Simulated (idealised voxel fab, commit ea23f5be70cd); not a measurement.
process module | voxel released beams
Section cut is 140 nm wide and gridded with 5 nm square cells.
How to read a cross-section here: the picture is a grid of square cells, written as bands going from the top down, and any band can span one or more rows of cells.
Per band: top height and bottom height in nm, followed by the left-to-right materials and their widths in nm; "full width" marks a single material spanning edge to edge, "empty" marks empty space.
Basically, 0 is our baseline, since under it the wafer straight out of the box is all one material. The bottom band has no lower end and keeps on going down, so it looks like "0 down".
The width entry "30..40" should be interpreted row by row: the top row of cells in the band takes the first number, the bottom row takes the second number, and the change between adjacent rows is uniform throughout.
You'll sometimes find "nothing different" written for a step, and that's the way of saying that nowhere in the cross-section did a cell change during that step.
If an empty space has no open way to the top and is at least 8 cells in size, "Encapsulated voids" lists it, written width x height at distance, where distance is measured from the left edge and every value is in nm.
On each step's line, the part that comes after the settings is the simulator's own comment on the step.
Each step line may optionally specify "overlay nm", which for a step with a mask gives the rightward distance between the mask's planned place and where it lay, a negative value indicating the leftward direction.

Planned step list for the process
1 RECEIVE | material Si
2 CONFORMAL_DEP | material Al2O3 | thk nm 10
3 DIRECTIONAL_DEP | material SiO2 | thk nm 20
4 DIRECTIONAL_DEP | material aC | thk nm 10
5 PATTERN | tone open | mask id ANCHOR | material resist | width nm 35 | thk nm 25 | overlay nm 0
6 DIRECTIONAL_ETCH | etch materials aC | depth nm 10
7 STRIP | etch materials resist
8 DIRECTIONAL_ETCH | etch materials SiO2 | depth nm 20
9 STRIP | etch materials aC
10 CONFORMAL_DEP | material W | thk nm 15
11 MASKED_ETCH | tone cover | mask id BEAM | width nm 105 | etch materials W | depth nm 15 | overlay nm 0
12 STRIP | etch materials SiO2

Cross-section: wafer on arrival = after step 1
0 down | Si full width
Encapsulated voids: none

One mistake in running the module, otherwise start and plan as above: cross-section at the end
45 to 30 | 15 nm empty; 105 nm W; 20 nm empty
30 to 10 | 25 nm empty; 30 nm W; 85 nm empty
10 to 0 | Al2O3 full width
0 down | Si full width
Encapsulated voids: none
What broke from the plan during processing? note that step 5 departed from the planned setting and was carried out as PATTERN | tone open | mask id ANCHOR | material resist | width nm 30 | thk nm 25 | overlay nm 0
